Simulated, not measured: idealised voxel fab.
Title: Process Module voxel transistor to metal
Xsec cut, 165 nm wide, square cell size 5 nm.
Notation: cross-section as square-cell grid; stated in bands, top first, going down; one or more cell rows per band.
Within each band entry, the heights of the top and of the bottom of the band appear first, in that order and in nm; the materials of the band then follow from left to right, each with its corresponding width in nm. The designation "all across" on a single material indicates that it fills the band from edge to edge; the designation "blank" indicates empty space.
Height 0 is the level under which the wafer as received is all one material. The lowest band goes on downwards, as in "0 -> down".
Per-row width for "30..40": begins at first number (top row of band), ends at second number (bottom row), increment between rows held constant.
It should be understood that the words "same as before", when stated for a given step, signify that the cross-section underwent no change in any of its cells during that step.
"Enclosed void inventory": empty spaces of 8 cells or more with no open way to the top, each given as width x height at distance, distance from the left edge, all in nm.
On each step's line, the part that comes after the settings is the simulator's own comment on the step.
overlay nm: where the mask lay relative to plan, measured to the right, on steps with a mask; negatives go left.
Read each pair as before and after one process step. The after cross-section shows only down to the lowest band that changed. The step between them and its settings are given below the pair. Pairs can come from different runs of this module on the same starting wafer. A pair continues from the pair above only where its "Pre-processing view" entry says so.
## Pre-processing view
> 5 -> 0  SiO2 (25)  blank (115)  SiO2 (25)
> 0 -> -65  SiO2 (35)  Si (95)  SiO2 (35)
> -65 -> down  Si all across
> Enclosed void inventory: none
## Result of Step
> 5 -> 0  SiO2 (25)  blank (115)  SiO2 (25)
> 0 -> -5  SiO2 all across
> Lower than -5, everything is as it was.
> Enclosed void inventory: none
The process step separating the two cross-sections depicted above is as follows: OXIDIZE with depth nm 5
Pre-processing view: The pre-step condition corresponds to the post-step cross-section depicted in the pair directly above.
## Result of Step
> 25 -> 20  polySi (25)  blank (115)  polySi (25)
> 20 -> 5  polySi all across
> 5 -> 0  SiO2 (25)  polySi (115)  SiO2 (25)
> Lower than 0, everything is as it was.
> Enclosed void inventory: none
The process step separating the two cross-sections depicted above is as follows: DIRECTIONAL_DEP with material polySi, thk nm 20
Pre-processing view: The pre-step condition corresponds to the post-step cross-section depicted in the pair directly above.
## Result of Step
> 35 -> 30  SiCN (25)  blank (115)  SiCN (25)
> 30 -> 25  SiCN all across
> 25 -> 20  polySi (25)  SiCN (115)  polySi (25)
> Lower than 20, everything is as it was.
> Enclosed void inventory: none
The process step separating the two cross-sections depicted above is as follows: DIRECTIONAL_DEP with material SiCN, thk nm 10
Pre-processing view: The pre-step condition corresponds to the post-step cross-section depicted in the pair directly above.
## Result of Step
> 55 -> 35  blank (65)  resist (35)  blank (65)
> 35 -> 30  SiCN (25)  blank (40)  resist (35)  blank (40)  SiCN (25)
> Lower than 30, everything is as it was.
> Enclosed void inventory: none
The process step separating the two cross-sections depicted above is as follows: PATTERN with tone cover, mask id GATE, material resist, width nm 35, thk nm 20, overlay nm 0
Pre-processing view: The pre-step condition corresponds to the post-step cross-section depicted in the pair directly above.
## Result of Step
> 55 -> 30  blank (65)  resist (35)  blank (65)
> 30 -> 25  blank (65)  SiCN (35)  blank (65)
> 25 -> 20  polySi (25)  blank (40)  SiCN (35)  blank (40)  polySi (25)
> Lower than 20, everything is as it was.
> Enclosed void inventory: none
The process step separating the two cross-sections depicted above is as follows: DIRECTIONAL_ETCH with etch materials SiCN, depth nm 20
Pre-processing view: The pre-step condition corresponds to the post-step cross-section depicted in the pair directly above.
## Result of Step
> 55 -> 30  blank (65)  resist (35)  blank (65)
> 30 -> 20  blank (65)  SiCN (35)  blank (65)
> 20 -> 5  blank (65)  polySi (35)  blank (65)
> 5 -> 0  SiO2 (25)  blank (40)  polySi (35)  blank (40)  SiO2 (25)
> Lower than 0, everything is as it was.
> Enclosed void inventory: none
The process step separating the two cross-sections depicted above is as follows: DIRECTIONAL_ETCH with etch materials polySi, depth nm 30
Pre-processing view: The pre-step condition corresponds to the post-step cross-section depicted in the pair directly above.
## Result of Step
> 30 -> 20  blank (65)  SiCN (35)  blank (65)
> Lower than 20, everything is as it was.
> Enclosed void inventory: none
The process step separating the two cross-sections depicted above is as follows: STRIP with etch materials resist
Pre-processing view: The pre-step condition corresponds to the post-step cross-section depicted in the pair directly above.
## Result of Step
> 35 -> 30  blank (60)  SiO2 (45)  blank (60)
> 30 -> 20  blank (60)  SiO2 (5)  SiCN (35)  SiO2 (5)  blank (60)
> 20 -> 10  blank (60)  SiO2 (5)  polySi (35)  SiO2 (5)  blank (60)
> 10 -> 5  SiO2 (30)  blank (30)  SiO2 (5)  polySi (35)  SiO2 (5)  blank (30)  SiO2 (30)
> 5 -> 0  SiO2 (65)  polySi (35)  SiO2 (65)
> Lower than 0, everything is as it was.
> Enclosed void inventory: none
The process step separating the two cross-sections depicted above is as follows: CONFORMAL_DEP with material SiO2, thk nm 5
Pre-processing view: The pre-step condition corresponds to the post-step cross-section depicted in the pair directly above.
## Result of Step
> 30 -> 20  blank (60)  SiO2 (5)  SiCN (35)  SiO2 (5)  blank (60)
> 20 -> 5  blank (60)  SiO2 (5)  polySi (35)  SiO2 (5)  blank (60)
> 5 -> 0  SiO2 (30)  blank (30)  SiO2 (5)  polySi (35)  SiO2 (5)  blank (30)  SiO2 (30)
> Lower than 0, everything is as it was.
> Enclosed void inventory: none
The process step separating the two cross-sections depicted above is as follows: DIRECTIONAL_ETCH with etch materials SiO2, depth nm 5
Pre-processing view: The pre-step condition corresponds to the post-step cross-section depicted in the pair directly above.
## Result of Step
> 40 -> 30  blank (50)  SiN (65)  blank (50)
> 30 -> 20  blank (50)  SiN (10)  SiO2 (5)  SiCN (35)  SiO2 (5)  SiN (10)  blank (50)
> 20 -> 15  blank (50)  SiN (10)  SiO2 (5)  polySi (35)  SiO2 (5)  SiN (10)  blank (50)
> 15 -> 10  SiN (40)  blank (10)  SiN (10)  SiO2 (5)  polySi (35)  SiO2 (5)  SiN (10)  blank (10)  SiN (40)
> 10 -> 5  SiN (60)  SiO2 (5)  polySi (35)  SiO2 (5)  SiN (60)
> 5 -> 0  SiO2 (30)  SiN (30)  SiO2 (5)  polySi (35)  SiO2 (5)  SiN (30)  SiO2 (30)
> Lower than 0, everything is as it was.
> Enclosed void inventory: none
The process step separating the two cross-sections depicted above is as follows: CONFORMAL_DEP with material SiN, thk nm 10
Pre-processing view: The pre-step condition corresponds to the post-step cross-section depicted in the pair directly above.
## Result of Step
> 30 -> 20  blank (50)  SiN (10)  SiO2 (5)  SiCN (35)  SiO2 (5)  SiN (10)  blank (50)
> 20 -> 5  blank (50)  SiN (10)  SiO2 (5)  polySi (35)  SiO2 (5)  SiN (10)  blank (50)
> 5 -> 0  SiO2 (30)  SiN (10)  blank (10)  SiN (10)  SiO2 (5)  polySi (35)  SiO2 (5)  SiN (10)  blank (10)  SiN (10)  SiO2 (30)
> Lower than 0, everything is as it was.
> Enclosed void inventory: none
The process step separating the two cross-sections depicted above is as follows: DIRECTIONAL_ETCH with etch materials SiN, depth nm 10
Pre-processing view: The pre-step condition corresponds to the post-step cross-section depicted in the pair directly above.
## Result of Step
> 30 -> 25  blank (50)  SiN (10)  blank (5)  SiCN (35)  blank (5)  SiN (10)  blank (50)
> 25 -> 20  blank (50)  SiN (10)  SiO2 (5)  SiCN (35)  SiO2 (5)  SiN (10)  blank (50)
> 20 -> 5  blank (50)  SiN (10)  SiO2 (5)  polySi (35)  SiO2 (5)  SiN (10)  blank (50)
> 5 -> 0  blank (30)  SiN (10)  blank (10)  SiN (10)  SiO2 (5)  polySi (35)  SiO2 (5)  SiN (10)  blank (10)  SiN (10)  blank (30)
> 0 -> -5  SiO2 (40)  blank (10)  SiO2 (65)  blank (10)  SiO2 (40)
> Lower than -5, everything is as it was.
> Enclosed void inventory: none
The process step separating the two cross-sections depicted above is as follows: DIRECTIONAL_ETCH with etch materials SiO2, depth nm 5
Pre-processing view: The pre-step condition corresponds to the post-step cross-section depicted in the pair directly above.
## Result of Step
> 30 -> 25  blank (50)  SiN (10)  blank (5)  SiCN (35)  blank (5)  SiN (10)  blank (50)
> 25 -> 20  blank (50)  SiN (10)  SiO2 (5)  SiCN (35)  SiO2 (5)  SiN (10)  blank (50)
> 20 -> 5  blank (50)  SiN (10)  SiO2 (5)  polySi (35)  SiO2 (5)  SiN (10)  blank (50)
> 5 -> 0  blank (30)  SiN (10)  blank (10)  SiN (10)  SiO2 (5)  polySi (35)  SiO2 (5)  SiN (10)  blank (10)  SiN (10)  blank (30)
> 0 -> -5  SiO2 (40)  blank (10)  SiO2 (65)  blank (10)  SiO2 (40)
> -5 -> -10  SiO2 (35)  Si (5)  blank (10)  Si (65)  blank (10)  Si (5)  SiO2 (35)
> Lower than -10, everything is as it was.
> Enclosed void inventory: none
The process step separating the two cross-sections depicted above is as follows: DIRECTIONAL_ETCH with etch materials Si, depth nm 5
Pre-processing view: The pre-step condition corresponds to the post-step cross-section depicted in the pair directly above.
## Result of Step
> 30 -> 25  blank (50)  SiN (10)  blank (5)  SiCN (35)  blank (5)  SiN (10)  blank (50)
> 25 -> 20  blank (50)  SiN (10)  SiO2 (5)  SiCN (35)  SiO2 (5)  SiN (10)  blank (50)
> 20 -> 5  blank (50)  SiN (10)  SiO2 (5)  polySi (35)  SiO2 (5)  SiN (10)  blank (50)
> 5 -> 0  blank (30)  SiN (10)  blank (10)  SiN (10)  SiO2 (5)  polySi (35)  SiO2 (5)  SiN (10)  blank (10)  SiN (10)  blank (30)
> 0 -> -5  SiO2 (40)  pSi (10)  SiO2 (65)  pSi (10)  SiO2 (40)
> -5 -> -10  SiO2 (35)  Si (5)  pSi (10)  Si (65)  pSi (10)  Si (5)  SiO2 (35)
> Lower than -10, everything is as it was.
> Enclosed void inventory: none
The process step separating the two cross-sections depicted above is as follows: EPI with material pSi, thk nm 5
Pre-processing view: The pre-step condition corresponds to the post-step cross-section depicted in the pair directly above.
## Result of Step
> 40 -> 30  SiO2 all across
> 30 -> 20  SiO2 (50)  SiN (10)  SiO2 (5)  SiCN (35)  SiO2 (5)  SiN (10)  SiO2 (50)
> 20 -> 5  SiO2 (50)  SiN (10)  SiO2 (5)  polySi (35)  SiO2 (5)  SiN (10)  SiO2 (50)
> 5 -> 0  SiO2 (30)  SiN (10)  SiO2 (10)  SiN (10)  SiO2 (5)  polySi (35)  SiO2 (5)  SiN (10)  SiO2 (10)  SiN (10)  SiO2 (30)
> Lower than 0, everything is as it was.
> Enclosed void inventory: none
The process step separating the two cross-sections depicted above is as follows: FILL_DEP with material SiO2, thk nm 10
Pre-processing view: The pre-step condition corresponds to the post-step cross-section depicted in the pair directly above.
## Result of Step
> 20 -> 5  SiO2 (50)  SiN (10)  SiO2 (5)  polySi (35)  SiO2 (5)  SiN (10)  SiO2 (50)
> Lower than 5, everything is as it was.
> Enclosed void inventory: none
The process step separating the two cross-sections depicted above is as follows: CMP with height nm 20
Pre-processing view: The pre-step condition corresponds to the post-step cross-section depicted in the pair directly above.
## Result of Step
> 20 -> 5  SiO2 (50)  SiN (10)  SiO2 (5)  blank (35)  SiO2 (5)  SiN (10)  SiO2 (50)
> 5 -> 0  SiO2 (30)  SiN (10)  SiO2 (10)  SiN (10)  SiO2 (5)  blank (35)  SiO2 (5)  SiN (10)  SiO2 (10)  SiN (10)  SiO2 (30)
> Lower than 0, everything is as it was.
> Enclosed void inventory: none
The process step separating the two cross-sections depicted above is as follows: STRIP with etch materials polySi
Pre-processing view: The pre-step condition corresponds to the post-step cross-section depicted in the pair directly above.
## Result of Step
> 20 -> 15  blank (50)  SiN (10)  blank (45)  SiN (10)  blank (50)
> 15 -> 5  SiO2 (50)  SiN (10)  blank (45)  SiN (10)  SiO2 (50)
> 5 -> 0  SiO2 (30)  SiN (10)  SiO2 (10)  SiN (10)  blank (45)  SiN (10)  SiO2 (10)  SiN (10)  SiO2 (30)
> 0 -> -5  SiO2 (40)  pSi (10)  SiO2 (10)  blank (45)  SiO2 (10)  pSi (10)  SiO2 (40)
> Lower than -5, everything is as it was.
> Enclosed void inventory: none
The process step separating the two cross-sections depicted above is as follows: SELECTIVE_ETCH with etch materials SiO2, depth nm 5
Pre-processing view: The pre-step condition corresponds to the post-step cross-section depicted in the pair directly above.
## Result of Step
> 25 -> 20  blank (45)  HfO2 (20)  blank (35)  HfO2 (20)  blank (45)
> 20 -> 15  HfO2 (50)  SiN (10)  HfO2 (5)  blank (35)  HfO2 (5)  SiN (10)  HfO2 (50)
> 15 -> 5  SiO2 (50)  SiN (10)  HfO2 (5)  blank (35)  HfO2 (5)  SiN (10)  SiO2 (50)
> 5 -> 0  SiO2 (30)  SiN (10)  SiO2 (10)  SiN (10)  HfO2 (5)  blank (35)  HfO2 (5)  SiN (10)  SiO2 (10)  SiN (10)  SiO2 (30)
> 0 -> -5  SiO2 (40)  pSi (10)  SiO2 (10)  HfO2 (45)  SiO2 (10)  pSi (10)  SiO2 (40)
> Lower than -5, everything is as it was.
> Enclosed void inventory: none
The process step separating the two cross-sections depicted above is as follows: CONFORMAL_DEP with material HfO2, thk nm 5
Pre-processing view: The pre-step condition corresponds to the post-step cross-section depicted in the pair directly above.
## Result of Step
> 30 -> 25  blank (40)  TiN (30)  blank (25)  TiN (30)  blank (40)
> 25 -> 20  TiN (45)  HfO2 (20)  TiN (5)  blank (25)  TiN (5)  HfO2 (20)  TiN (45)
> 20 -> 15  HfO2 (50)  SiN (10)  HfO2 (5)  TiN (5)  blank (25)  TiN (5)  HfO2 (5)  SiN (10)  HfO2 (50)
> 15 -> 5  SiO2 (50)  SiN (10)  HfO2 (5)  TiN (5)  blank (25)  TiN (5)  HfO2 (5)  SiN (10)  SiO2 (50)
> 5 -> 0  SiO2 (30)  SiN (10)  SiO2 (10)  SiN (10)  HfO2 (5)  TiN (35)  HfO2 (5)  SiN (10)  SiO2 (10)  SiN (10)  SiO2 (30)
> Lower than 0, everything is as it was.
> Enclosed void inventory: none
The process step separating the two cross-sections depicted above is as follows: CONFORMAL_DEP with material TiN, thk nm 5
Pre-processing view: The pre-step condition corresponds to the post-step cross-section depicted in the pair directly above.
## Result of Step
> 40 -> 30  W all across
> 30 -> 25  W (40)  TiN (30)  W (25)  TiN (30)  W (40)
> 25 -> 20  TiN (45)  HfO2 (20)  TiN (5)  W (25)  TiN (5)  HfO2 (20)  TiN (45)
> 20 -> 15  HfO2 (50)  SiN (10)  HfO2 (5)  TiN (5)  W (25)  TiN (5)  HfO2 (5)  SiN (10)  HfO2 (50)
> 15 -> 5  SiO2 (50)  SiN (10)  HfO2 (5)  TiN (5)  W (25)  TiN (5)  HfO2 (5)  SiN (10)  SiO2 (50)
> Lower than 5, everything is as it was.
> Enclosed void inventory: none
The process step separating the two cross-sections depicted above is as follows: FILL_DEP with material W, thk nm 10
Pre-processing view: The pre-step condition corresponds to the post-step cross-section depicted in the pair directly above.
## Result of Step
> 15 -> 5  SiO2 (50)  SiN (10)  HfO2 (5)  TiN (5)  W (25)  TiN (5)  HfO2 (5)  SiN (10)  SiO2 (50)
> Lower than 5, everything is as it was.
> Enclosed void inventory: none
The process step separating the two cross-sections depicted above is as follows: CMP with height nm 15
Pre-processing view: The pre-step condition corresponds to the post-step cross-section depicted in the pair directly above.
## Result of Step
> 30 -> 15  SiO2 all across
> Lower than 15, everything is as it was.
> Enclosed void inventory: none
The process step separating the two cross-sections depicted above is as follows: DIRECTIONAL_DEP with material SiO2, thk nm 15
Pre-processing view: The pre-step condition corresponds to the post-step cross-section depicted in the pair directly above.
## Result of Step
> 40 -> 30  aC all across
> Lower than 30, everything is as it was.
> Enclosed void inventory: none
The process step separating the two cross-sections depicted above is as follows: DIRECTIONAL_DEP with material aC, thk nm 10
Pre-processing view: The pre-step condition corresponds to the post-step cross-section depicted in the pair directly above.
## Result of Step
> 70 -> 40  resist (35)  blank (15)  resist (65)  blank (15)  resist (35)
> Lower than 40, everything is as it was.
> Enclosed void inventory: none
The process step separating the two cross-sections depicted above is as follows: PATTERN with tone open, mask id CONTACT, material resist, width nm 15, pitch nm 80, thk nm 30, overlay nm 0
Pre-processing view: The pre-step condition corresponds to the post-step cross-section depicted in the pair directly above.
## Result of Step
> 60 -> 40  resist (35)  blank (15)  resist (65)  blank (15)  resist (35)
> 40 -> 30  aC (35)  blank (15)  aC (65)  blank (15)  aC (35)
> Lower than 30, everything is as it was.
> Enclosed void inventory: none
The process step separating the two cross-sections depicted above is as follows: DIRECTIONAL_ETCH with etch materials aC, depth nm 10
Pre-processing view: The pre-step condition corresponds to the post-step cross-section depicted in the pair directly above.
## Result of Step
> 40 -> 30  aC (35)  blank (15)  aC (65)  blank (15)  aC (35)
> Lower than 30, everything is as it was.
> Enclosed void inventory: none
The process step separating the two cross-sections depicted above is as follows: STRIP with etch materials resist
Pre-processing view: The pre-step condition corresponds to the post-step cross-section depicted in the pair directly above.
## Result of Step
> 40 -> 30  aC (35)  blank (15)  aC (65)  blank (15)  aC (35)
> 30 -> 15  SiO2 (35)  blank (15)  SiO2 (65)  blank (15)  SiO2 (35)
> 15 -> 5  SiO2 (35)  blank (15)  SiN (10)  HfO2 (5)  TiN (5)  W (25)  TiN (5)  HfO2 (5)  SiN (10)  blank (15)  SiO2 (35)
> 5 -> 0  SiO2 (30)  SiN (10)  blank (10)  SiN (10)  HfO2 (5)  TiN (35)  HfO2 (5)  SiN (10)  blank (10)  SiN (10)  SiO2 (30)
> Lower than 0, everything is as it was.
> Enclosed void inventory: none
The process step separating the two cross-sections depicted above is as follows: DIRECTIONAL_ETCH with etch materials SiO2, depth nm 30
Pre-processing view: The pre-step condition corresponds to the post-step cross-section depicted in the pair directly above.
## Result of Step
> 30 -> 15  SiO2 (35)  blank (15)  SiO2 (65)  blank (15)  SiO2 (35)
> Lower than 15, everything is as it was.
> Enclosed void inventory: none
The process step separating the two cross-sections depicted above is as follows: STRIP with etch materials aC
Pre-processing view: The pre-step condition corresponds to the post-step cross-section depicted in the pair directly above.
## Result of Step
> 35 -> 30  TiN (40)  blank (5)  TiN (75)  blank (5)  TiN (40)
> 30 -> 15  SiO2 (35)  TiN (5)  blank (5)  TiN (5)  SiO2 (65)  TiN (5)  blank (5)  TiN (5)  SiO2 (35)
> 15 -> 10  SiO2 (35)  TiN (5)  blank (5)  TiN (5)  SiN (10)  HfO2 (5)  TiN (5)  W (25)  TiN (5)  HfO2 (5)  SiN (10)  TiN (5)  blank (5)  TiN (5)  SiO2 (35)
> 10 -> 5  SiO2 (35)  TiN (15)  SiN (10)  HfO2 (5)  TiN (5)  W (25)  TiN (5)  HfO2 (5)  SiN (10)  TiN (15)  SiO2 (35)
> 5 -> 0  SiO2 (30)  SiN (10)  TiN (10)  SiN (10)  HfO2 (5)  TiN (35)  HfO2 (5)  SiN (10)  TiN (10)  SiN (10)  SiO2 (30)
> Lower than 0, everything is as it was.
> Enclosed void inventory: none
The process step separating the two cross-sections depicted above is as follows: CONFORMAL_DEP with material TiN, thk nm 5
Pre-processing view: The pre-step condition corresponds to the post-step cross-section depicted in the pair directly above.
## Result of Step
> 40 -> 35  Ru all across
> 35 -> 30  TiN (40)  Ru (5)  TiN (75)  Ru (5)  TiN (40)
> 30 -> 15  SiO2 (35)  TiN (5)  Ru (5)  TiN (5)  SiO2 (65)  TiN (5)  Ru (5)  TiN (5)  SiO2 (35)
> 15 -> 10  SiO2 (35)  TiN (5)  Ru (5)  TiN (5)  SiN (10)  HfO2 (5)  TiN (5)  W (25)  TiN (5)  HfO2 (5)  SiN (10)  TiN (5)  Ru (5)  TiN (5)  SiO2 (35)
> Lower than 10, everything is as it was.
> Enclosed void inventory: none
The process step separating the two cross-sections depicted above is as follows: FILL_DEP with material Ru, thk nm 5
Pre-processing view: The pre-step condition corresponds to the post-step cross-section depicted in the pair directly above.
## Result of Step
> 30 -> 15  SiO2 (35)  TiN (5)  Ru (5)  TiN (5)  SiO2 (65)  TiN (5)  Ru (5)  TiN (5)  SiO2 (35)
> Lower than 15, everything is as it was.
> Enclosed void inventory: none
The process step separating the two cross-sections depicted above is as follows: CMP with height nm 30
Pre-processing view: The pre-step condition corresponds to the post-step cross-section depicted in the pair directly above.
## Result of Step
> 35 -> 30  TiN all across
> Lower than 30, everything is as it was.
> Enclosed void inventory: none
The process step separating the two cross-sections depicted above is as follows: DIRECTIONAL_DEP with material TiN, thk nm 5
Pre-processing view: The pre-step condition corresponds to the post-step cross-section depicted in the pair directly above.
## Result of Step
> 55 -> 35  Ru all across
> Lower than 35, everything is as it was.
> Enclosed void inventory: none
The process step separating the two cross-sections depicted above is as follows: DIRECTIONAL_DEP with material Ru, thk nm 20
Pre-processing view: The pre-step condition corresponds to the post-step cross-section depicted in the pair directly above.
## Result of Step
> 55 -> 35  blank (35)  Ru (15)  blank (65)  Ru (15)  blank (35)
> Lower than 35, everything is as it was.
> Enclosed void inventory: none
The process step separating the two cross-sections depicted above is as follows: MASKED_ETCH with tone cover, mask id METAL_1, width nm 15, pitch nm 80, etch materials Ru, depth nm 20, overlay nm 0
Pre-processing view: The pre-step condition corresponds to the post-step cross-section depicted in the pair directly above.
## Result of Step
> 55 -> 35  blank (35)  Ru (15)  blank (65)  Ru (15)  blank (35)
> 35 -> 30  blank (35)  TiN (15)  blank (65)  TiN (15)  blank (35)
> Lower than 30, everything is as it was.
> Enclosed void inventory: none
The process step separating the two cross-sections depicted above is as follows: MASKED_ETCH with tone cover, mask id METAL_1, width nm 15, pitch nm 80, etch materials TiN, depth nm 5, overlay nm 0
Pre-processing view: The pre-step condition corresponds to the post-step cross-section depicted in the pair directly above.
## Result of Step
> 60 -> 55  blank (30)  SiN (25)  blank (55)  SiN (25)  blank (30)
> 55 -> 35  blank (30)  SiN (5)  Ru (15)  SiN (5)  blank (55)  SiN (5)  Ru (15)  SiN (5)  blank (30)
> 35 -> 30  SiN (35)  TiN (15)  SiN (65)  TiN (15)  SiN (35)
> Lower than 30, everything is as it was.
> Enclosed void inventory: none
The process step separating the two cross-sections depicted above is as follows: CONFORMAL_DEP with material SiN, thk nm 5
Pre-processing view: The pre-step condition corresponds to the post-step cross-section depicted in the pair directly above.
## Result of Step
> 70 -> 60  lowk all across
> 60 -> 55  lowk (30)  SiN (25)  lowk (55)  SiN (25)  lowk (30)
> 55 -> 35  lowk (30)  SiN (5)  Ru (15)  SiN (5)  lowk (55)  SiN (5)  Ru (15)  SiN (5)  lowk (30)
> Lower than 35, everything is as it was.
> Enclosed void inventory: none
The process step separating the two cross-sections depicted above is as follows: FILL_DEP with material lowk, thk nm 10
Pre-processing view: The pre-step condition corresponds to the post-step cross-section depicted in the pair directly above.
## Result of Step
> 55 -> 35  lowk (30)  SiN (5)  Ru (15)  SiN (5)  lowk (55)  SiN (5)  Ru (15)  SiN (5)  lowk (30)
> Lower than 35, everything is as it was.
> Enclosed void inventory: none
The process step separating the two cross-sections depicted above is as follows: CMP with height nm 55
Pre-processing view: The pre-step condition corresponds to the post-step cross-section depicted in the pair directly above.
## Result of Step
> 60 -> 55  SiCN all across
> Lower than 55, everything is as it was.
> Enclosed void inventory: none
The process step separating the two cross-sections depicted above is as follows: CONFORMAL_DEP with material SiCN, thk nm 5
Pre-processing view: The pre-step condition corresponds to the post-step cross-section depicted in the pair directly above.
## Result of Step
> 85 -> 60  SiO2 all across
> Lower than 60, everything is as it was.
> Enclosed void inventory: none
The process step separating the two cross-sections depicted above is as follows: DIRECTIONAL_DEP with material SiO2, thk nm 25
Pre-processing view: The pre-step condition corresponds to the post-step cross-section depicted in the pair directly above.
## Result of Step
> 95 -> 85  aC all across
> Lower than 85, everything is as it was.
> Enclosed void inventory: none
The process step separating the two cross-sections depicted above is as follows: DIRECTIONAL_DEP with material aC, thk nm 10
Pre-processing view: The pre-step condition corresponds to the post-step cross-section depicted in the pair directly above.
## Result of Step
> 120 -> 95  resist (35)  blank (15)  resist (65)  blank (15)  resist (35)
> Lower than 95, everything is as it was.
> Enclosed void inventory: none
The process step separating the two cross-sections depicted above is as follows: PATTERN with tone open, mask id METAL_2, material resist, width nm 15, pitch nm 80, thk nm 25, overlay nm 0
Pre-processing view: The pre-step condition corresponds to the post-step cross-section depicted in the pair directly above.
## Result of Step
> 110 -> 95  resist (35)  blank (15)  resist (65)  blank (15)  resist (35)
> 95 -> 85  aC (35)  blank (15)  aC (65)  blank (15)  aC (35)
> Lower than 85, everything is as it was.
> Enclosed void inventory: none
The process step separating the two cross-sections depicted above is as follows: DIRECTIONAL_ETCH with etch materials aC, depth nm 10
Pre-processing view: The pre-step condition corresponds to the post-step cross-section depicted in the pair directly above.
## Result of Step
> 95 -> 85  aC (35)  blank (15)  aC (65)  blank (15)  aC (35)
> Lower than 85, everything is as it was.
> Enclosed void inventory: none
The process step separating the two cross-sections depicted above is as follows: STRIP with etch materials resist
Pre-processing view: The pre-step condition corresponds to the post-step cross-section depicted in the pair directly above.
## Result of Step
> 95 -> 85  aC (35)  blank (15)  aC (65)  blank (15)  aC (35)
> 85 -> 70  SiO2 (35)  blank (15)  SiO2 (65)  blank (15)  SiO2 (35)
> Lower than 70, everything is as it was.
> Enclosed void inventory: none
The process step separating the two cross-sections depicted above is as follows: DIRECTIONAL_ETCH with etch materials SiO2, depth nm 15
Pre-processing view: The pre-step condition corresponds to the post-step cross-section depicted in the pair directly above.
## Result of Step
> 85 -> 70  SiO2 (35)  blank (15)  SiO2 (65)  blank (15)  SiO2 (35)
> Lower than 70, everything is as it was.
> Enclosed void inventory: none
The process step separating the two cross-sections depicted above is as follows: STRIP with etch materials aC
Pre-processing view: The pre-step condition corresponds to the post-step cross-section depicted in the pair directly above.
## Result of Step
> 85 -> 60  SiO2 (35)  blank (15)  SiO2 (65)  blank (15)  SiO2 (35)
> Lower than 60, everything is as it was.
> Enclosed void inventory: none
The process step separating the two cross-sections depicted above is as follows: MASKED_ETCH with tone open, mask id METAL_2_HOLES, width nm 15, pitch nm 80, etch materials SiO2, depth nm 10, overlay nm 0
Pre-processing view: The pre-step condition corresponds to the post-step cross-section depicted in the pair directly above.
## Result of Step
> 85 -> 60  SiO2 (35)  blank (15)  SiO2 (65)  blank (15)  SiO2 (35)
> 60 -> 55  SiCN (35)  blank (15)  SiCN (65)  blank (15)  SiCN (35)
> Lower than 55, everything is as it was.
> Enclosed void inventory: none
The process step separating the two cross-sections depicted above is as follows: MASKED_ETCH with tone open, mask id METAL_2_HOLES, width nm 15, pitch nm 80, etch materials SiCN, depth nm 5, overlay nm 0
Pre-processing view: The pre-step condition corresponds to the post-step cross-section depicted in the pair directly above.
## Result of Step
> 90 -> 85  TiN (40)  blank (5)  TiN (75)  blank (5)  TiN (40)
> 85 -> 60  SiO2 (35)  TiN (5)  blank (5)  TiN (5)  SiO2 (65)  TiN (5)  blank (5)  TiN (5)  SiO2 (35)
> 60 -> 55  SiCN (35)  TiN (15)  SiCN (65)  TiN (15)  SiCN (35)
> Lower than 55, everything is as it was.
> Enclosed void inventory: none
The process step separating the two cross-sections depicted above is as follows: CONFORMAL_DEP with material TiN, thk nm 5
Pre-processing view: The pre-step condition corresponds to the post-step cross-section depicted in the pair directly above.
## Result of Step
> 100 -> 90  Cu all across
> 90 -> 85  TiN (40)  Cu (5)  TiN (75)  Cu (5)  TiN (40)
> 85 -> 60  SiO2 (35)  TiN (5)  Cu (5)  TiN (5)  SiO2 (65)  TiN (5)  Cu (5)  TiN (5)  SiO2 (35)
> Lower than 60, everything is as it was.
> Enclosed void inventory: none
The process step separating the two cross-sections depicted above is as follows: FILL_DEP with material Cu, thk nm 10
Pre-processing view: The pre-step condition corresponds to the post-step cross-section depicted in the pair directly above.
## Result of Step
> 85 -> 60  SiO2 (35)  TiN (5)  Cu (5)  TiN (5)  SiO2 (65)  TiN (5)  Cu (5)  TiN (5)  SiO2 (35)
> Lower than 60, everything is as it was.
> Enclosed void inventory: none
The process step separating the two cross-sections depicted above is as follows: CMP with height nm 85
Pre-processing view: The pre-step condition corresponds to the post-step cross-section depicted in the pair directly above.
## Result of Step
> 90 -> 85  SiN all across
> Lower than 85, everything is as it was.
> Enclosed void inventory: none
The process step separating the two cross-sections depicted above is as follows: CONFORMAL_DEP with material SiN, thk nm 5
## Pre-processing view
> 20 -> 10  blank (30)  SiN (105)  blank (30)
> 10 -> 5  SiO2 (30)  SiN (105)  SiO2 (30)
> 5 -> 0  SiO2 all across
> 0 -> -35  SiO2 (35)  Si (95)  SiO2 (35)
> -35 -> down  Si all across
> Enclosed void inventory: none
## Result of Step
> 20 -> 5  blank (30)  SiN (105)  blank (30)
> Lower than 5, everything is as it was.
> Enclosed void inventory: none
The process step separating the two cross-sections depicted above is as follows: SELECTIVE_ETCH with etch materials SiO2, depth nm 5
Pre-processing view: The pre-step condition corresponds to the post-step cross-section depicted in the pair directly above.
## Result of Step
> 5 -> 0  SiO2 all across
> Lower than 0, everything is as it was.
> Enclosed void inventory: none
The process step separating the two cross-sections depicted above is as follows: STRIP with etch materials SiN
Pre-processing view: The pre-step condition corresponds to the post-step cross-section depicted in the pair directly above.
## Result of Step
> 25 -> 5  polySi all across
> Lower than 5, everything is as it was.
> Enclosed void inventory: none
The process step separating the two cross-sections depicted above is as follows: DIRECTIONAL_DEP with material polySi, thk nm 20
Pre-processing view: The pre-step condition corresponds to the post-step cross-section depicted in the pair directly above.
## Result of Step
> 35 -> 25  SiCN all across
> Lower than 25, everything is as it was.
> Enclosed void inventory: none
The process step separating the two cross-sections depicted above is as follows: DIRECTIONAL_DEP with material SiCN, thk nm 10
Pre-processing view: The pre-step condition corresponds to the post-step cross-section depicted in the pair directly above.
## Result of Step
> 55 -> 35  blank (65)  resist (35)  blank (65)
> Lower than 35, everything is as it was.
> Enclosed void inventory: none
The process step separating the two cross-sections depicted above is as follows: PATTERN with tone cover, mask id GATE, material resist, width nm 35, thk nm 20, overlay nm 0
Pre-processing view: The pre-step condition corresponds to the post-step cross-section depicted in the pair directly above.
## Result of Step
> 55 -> 35  blank (65)  resist (35)  blank (65)
> 35 -> 25  blank (65)  SiCN (35)  blank (65)
> Lower than 25, everything is as it was.
> Enclosed void inventory: none
The process step separating the two cross-sections depicted above is as follows: DIRECTIONAL_ETCH with etch materials SiCN, depth nm 20
Pre-processing view: The pre-step condition corresponds to the post-step cross-section depicted in the pair directly above.
## Result of Step
> 55 -> 35  blank (65)  resist (35)  blank (65)
> 35 -> 25  blank (65)  SiCN (35)  blank (65)
> 25 -> 5  blank (65)  polySi (35)  blank (65)
> Lower than 5, everything is as it was.
> Enclosed void inventory: none
The process step separating the two cross-sections depicted above is as follows: DIRECTIONAL_ETCH with etch materials polySi, depth nm 30
